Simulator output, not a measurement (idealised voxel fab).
Process module under the name voxel air gaps
Square cell edge 5 nm, section width 210 nm, ID cut.
Each cross-section below is a grid of square cells, stated as bands in top-down order, with one or more rows of cells making up each band.
Read a band's entry like this: the first values are the height of its top and the height of its bottom in nm, and what follows is the sequence of materials from left to right, each with its width in nm. Note that "air" is empty space, and that a single material marked "full width" reaches across the band from edge to edge.
Where do heights start? At 0: under that level the wafer as delivered is made of one material only. And the lowest band has no floor; it just carries on downward, as in "z 0 and below".
A two-number width, for instance "30->40", indicates that the width is equal to the first number in the top row of the band and to the second number in the bottom row, and that it changes by a constant amount per row of cells.
No cell of the cross-section changed in a step that is given as "nothing altered".
"Catalogued sealed voids" means: voids of 8 cells or more that are shut off from the top with no open way through. Written width x height at distance, distance from the left edge, in nm.
Text after the settings on a step's line: the simulator's own remark on that step.
The optional step-line setting "overlay nm" applies to steps with a mask and quantifies how far to the right of its planned location the mask lay, a negative value indicating leftward placement.

# Process steps - plan
1 RECEIVE | material Si
2 CONFORMAL_DEP | material SiO2 | thk nm 15
3 CONFORMAL_DEP | material SiN | thk nm 5
4 DIRECTIONAL_DEP | material SiO2 | thk nm 40
5 PATTERN | tone open | mask id LINES | material resist | width nm 15 | pitch nm 45 | thk nm 20 | overlay nm 0
6 DIRECTIONAL_ETCH | etch materials SiO2 | depth nm 40
7 STRIP | etch materials resist
8 CONFORMAL_DEP | material TiN | thk nm 5
9 FILL_DEP | material W | thk nm 5
10 CMP | height nm 60
11 EPI | material Ru | thk nm 10
12 SELECTIVE_ETCH | etch materials SiO2 | depth nm 50
13 CONFORMAL_DEP | material SiN | thk nm 5
All wafers enter the flow in the same state. The thk nm at step 8 differs from wafer to wafer, and the plan gives the value for the first wafer.

# Received condition of the first of several wafers, sectioned: post-step 1
    z 0 and below | Si full width
    Catalogued sealed voids: none

# Here's the first of several wafers in cross-section, end of the module, after the last step, step 13
    z 75 to 70 | air: 15, then SiN: 180, then air: 15
    z 70 to 60 | air: 15, then SiN: 5, then Ru: 35, then SiN: 10, then Ru: 35, then SiN: 10, then Ru: 35, then SiN: 10, then Ru: 35, then SiN: 5, then air: 15
    z 60 to 55 | air: 15, then SiN: 15, then TiN: 5, then W: 5, then TiN: 5, then SiN: 30, then TiN: 5, then W: 5, then TiN: 5, then SiN: 30, then TiN: 5, then W: 5, then TiN: 5, then SiN: 30, then TiN: 5, then W: 5, then TiN: 5, then SiN: 15, then air: 15
    z 55 to 25 | air: 25, then SiN: 5, then TiN: 5, then W: 5, then TiN: 5, then SiN: 5, then air: 20, then SiN: 5, then TiN: 5, then W: 5, then TiN: 5, then SiN: 5, then air: 20, then SiN: 5, then TiN: 5, then W: 5, then TiN: 5, then SiN: 5, then air: 20, then SiN: 5, then TiN: 5, then W: 5, then TiN: 5, then SiN: 5, then air: 25
    z 25 to 20 | SiN: 30, then TiN: 15, then SiN: 30, then TiN: 15, then SiN: 30, then TiN: 15, then SiN: 30, then TiN: 15, then SiN: 30
    z 20 to 15 | SiN full width
    z 15 to 0 | SiO2 full width
    z 0 and below | Si full width
    Catalogued sealed voids: 20 x 30 at 50; 20 x 30 at 95; 20 x 30 at 140

# X-section, last wafer, module end
    z 75 to 70 | air: 15, then SiN: 180, then air: 15
    z 70 to 60 | air: 15, then SiN: 5, then Ru: 35, then SiN: 10, then Ru: 35, then SiN: 10, then Ru: 35, then SiN: 10, then Ru: 35, then SiN: 5, then air: 15
    z 60 to 55 | air: 15, then SiN: 15, then TiN: 15, then SiN: 30, then TiN: 15, then SiN: 30, then TiN: 15, then SiN: 30, then TiN: 15, then SiN: 15, then air: 15
    z 55 to 25 | air: 25, then SiN: 5, then TiN: 15, then SiN: 5, then air: 20, then SiN: 5, then TiN: 15, then SiN: 5, then air: 20, then SiN: 5, then TiN: 15, then SiN: 5, then air: 20, then SiN: 5, then TiN: 15, then SiN: 5, then air: 25
    z 25 to 20 | SiN: 30, then TiN: 15, then SiN: 30, then TiN: 15, then SiN: 30, then TiN: 15, then SiN: 30, then TiN: 15, then SiN: 30
    z 20 to 15 | SiN full width
    z 15 to 0 | SiO2 full width
    z 0 and below | Si full width
    Catalogued sealed voids: 20 x 30 at 50; 20 x 30 at 95; 20 x 30 at 140

# What follows is a table in which each wafer occupies a row; for the wafer as it stands at the close of the module, the row states, material by material, how many cells have been gained (+) or lost (-) since receipt, and then gives its closed voids
thk nm 5, +56 Ru, +196 SiN, +126 SiO2, +68 TiN, +28 W, Catalogued sealed voids: 20 x 30 at 50; 20 x 30 at 95; 20 x 30 at 140
thk nm 10, +56 Ru, +196 SiN, +126 SiO2, +96 TiN, Catalogued sealed voids: 20 x 30 at 50; 20 x 30 at 95; 20 x 30 at 140
thk nm 15, +56 Ru, +196 SiN, +126 SiO2, +96 TiN, Catalogued sealed voids: 20 x 30 at 50; 20 x 30 at 95; 20 x 30 at 140
thk nm 20, +56 Ru, +196 SiN, +126 SiO2, +96 TiN, Catalogued sealed voids: 20 x 30 at 50; 20 x 30 at 95; 20 x 30 at 140
